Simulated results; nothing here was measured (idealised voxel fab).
The document below concerns the process module designated voxel wiring stack.
Section cut is 275 nm wide and gridded with 5 nm square cells.
For the purposes of this document, a cross-section shall be understood as a grid of square cells, specified as bands listed in top-to-bottom order, each band consisting of one or more rows of cells. Band: top height; bottom height; in nm. Then, left to right: material with width in nm, for each material. "everywhere": a single material spanning edge to edge. "empty": empty space. Heights are expressed relative to 0, this being the level below which the as-received wafer comprises one material exclusively. The lowest band is unbounded in the downward direction and is denoted as in "0..down". You'd read "30 to 40" like this: the band's top row of cells is as wide as the first number, its bottom row is as wide as the second, and going down, every row changes width by the same amount as the row before did. Basically "everything unchanged" means that step didn't change any cell in the cross-section. If an empty space has no open way to the top and is at least 8 cells in size, "Enclosed internal cavities" lists it, written width x height at distance, where distance is measured from the left edge and every value is in nm. On a step's line, text after the settings is the simulator commenting on that step. The "overlay nm" setting may appear on a step's line; for a step that uses a mask, it gives how far to the right of its planned position the mask lay, and a negative value indicates the left.
**Planned step list for the process**
1 RECEIVE with material Si
2 CONFORMAL_DEP with material SiO2, thk nm 15
3 DIRECTIONAL_DEP with material TiN, thk nm 5
4 DIRECTIONAL_DEP with material Ru, thk nm 20
5 PATTERN with tone cover, mask id METAL_1, material resist, width nm 30, pitch nm 50, thk nm 20, overlay nm 0
6 DIRECTIONAL_ETCH with etch materials Ru, depth nm 20
7 DIRECTIONAL_ETCH with etch materials TiN, depth nm 5
8 STRIP with etch materials resist
9 CONFORMAL_DEP with material SiN, thk nm 5
10 FILL_DEP with material SiO2, thk nm 5
11 CMP with height nm 40
12 CONFORMAL_DEP with material SiCN, thk nm 5
13 DIRECTIONAL_DEP with material SiO2, thk nm 15
14 MASKED_ETCH with tone open, mask id PLUG_1, width nm 15, etch materials SiO2, depth nm 15, overlay nm 0
15 MASKED_ETCH with tone open, mask id PLUG_1, width nm 15, etch materials SiCN, depth nm 5, overlay nm 0
16 EPI with material Ru, thk nm 10
17 EPI with material Ru, thk nm 10
18 DIRECTIONAL_DEP with material TiN, thk nm 5
19 DIRECTIONAL_DEP with material Ru, thk nm 25
20 MASKED_ETCH with tone cover, mask id METAL_2, width nm 30, pitch nm 50, etch materials Ru, depth nm 25, overlay nm 0
21 MASKED_ETCH with tone cover, mask id METAL_2, width nm 30, pitch nm 50, etch materials TiN, depth nm 5, overlay nm 0
22 FILL_DEP with material lowk, thk nm 5
23 CMP with height nm 90
24 CONFORMAL_DEP with material SiCN, thk nm 5
25 DIRECTIONAL_DEP with material SiO2, thk nm 20
26 MASKED_ETCH with tone open, mask id PLUG_2, width nm 15, etch materials SiO2, depth nm 20, overlay nm 0
27 MASKED_ETCH with tone open, mask id PLUG_2, width nm 15, etch materials SiCN, depth nm 5, overlay nm 0
28 EPI with material Ru, thk nm 10
29 EPI with material Ru, thk nm 10
30 EPI with material Ru, thk nm 5
31 DIRECTIONAL_DEP with material TiN, thk nm 5
32 DIRECTIONAL_DEP with material W, thk nm 20
33 DIRECTIONAL_DEP with material aC, thk nm 10
34 PATTERN with tone cover, mask id METAL_3, material resist, width nm 30, pitch nm 50, thk nm 30, overlay nm 0
35 DIRECTIONAL_ETCH with etch materials aC, depth nm 10
36 STRIP with etch materials resist
37 DIRECTIONAL_ETCH with etch materials W, depth nm 20
38 DIRECTIONAL_ETCH with etch materials TiN, depth nm 5
39 STRIP with etch materials aC
40 FILL_DEP with material lowk, thk nm 5
41 CMP with height nm 140
42 CONFORMAL_DEP with material SiCN, thk nm 5
**Wafer as received: cross-section following step 1**
- 0..down | Si everywhere
- Enclosed internal cavities: none
**Sectioned view, first of two wafers, at the close of the module, processed as intended in the plan**
- 145..140 | SiCN everywhere
- 140..120 | lowk=95; W=30; lowk=20; W=30; lowk=100
- 120..115 | lowk=95; TiN=30; lowk=20; TiN=30; lowk=100
- 115..95 | SiO2=95; Ru=15; SiO2=165
- 95..90 | SiCN=95; Ru=15; SiCN=165
- 90..65 | lowk=95; Ru=30; lowk=20; Ru=30; lowk=100
- 65..60 | lowk=95; TiN=30; lowk=20; TiN=30; lowk=100
- 60..45 | SiO2=95; Ru=15; SiO2=165
- 45..40 | SiCN=95; Ru=15; SiCN=165
- 40..20 | SiO2=90; SiN=5; Ru=30; SiN=5; SiO2=10; SiN=5; Ru=30; SiN=5; SiO2=95
- 20..15 | SiN=95; TiN=30; SiN=20; TiN=30; SiN=100
- 15..0 | SiO2 everywhere
- 0..down | Si everywhere
- Enclosed internal cavities: none
**Second wafer of the two, sectioned at the end of the module. It began like the first and followed the same plan, but one mistake was made while running it**
- 145..140 | SiCN everywhere
- 140..120 | lowk=95; W=30; lowk=20; W=30; lowk=100
- 120..115 | lowk=95; TiN=30; lowk=20; TiN=30; lowk=100
- 115..95 | SiO2=95; Ru=15; SiO2=165
- 95..90 | SiCN=95; Ru=10; SiCN=170
- 90..65 | lowk=95; Ru=30; lowk=20; Ru=30; lowk=100
- 65..60 | lowk=95; TiN=30; lowk=20; TiN=30; lowk=100
- 60..45 | SiO2=95; Ru=15; SiO2=165
- 45..40 | SiCN=95; Ru=15; SiCN=165
- 40..20 | SiO2=90; SiN=5; Ru=30; SiN=5; SiO2=10; SiN=5; Ru=30; SiN=5; SiO2=95
- 20..15 | SiN=95; TiN=30; SiN=20; TiN=30; SiN=100
- 15..0 | SiO2 everywhere
- 0..down | Si everywhere
- Enclosed internal cavities: none
Diagnosis: step 27 did not use the planned setting and instead ran as MASKED_ETCH with tone open, mask id PLUG_2, width nm 15, etch materials SiCN, depth nm 5, overlay nm -5
Counted in cells at the end, the second wafer holds more or fewer of these materials than the first: Ru -1; SiCN +1
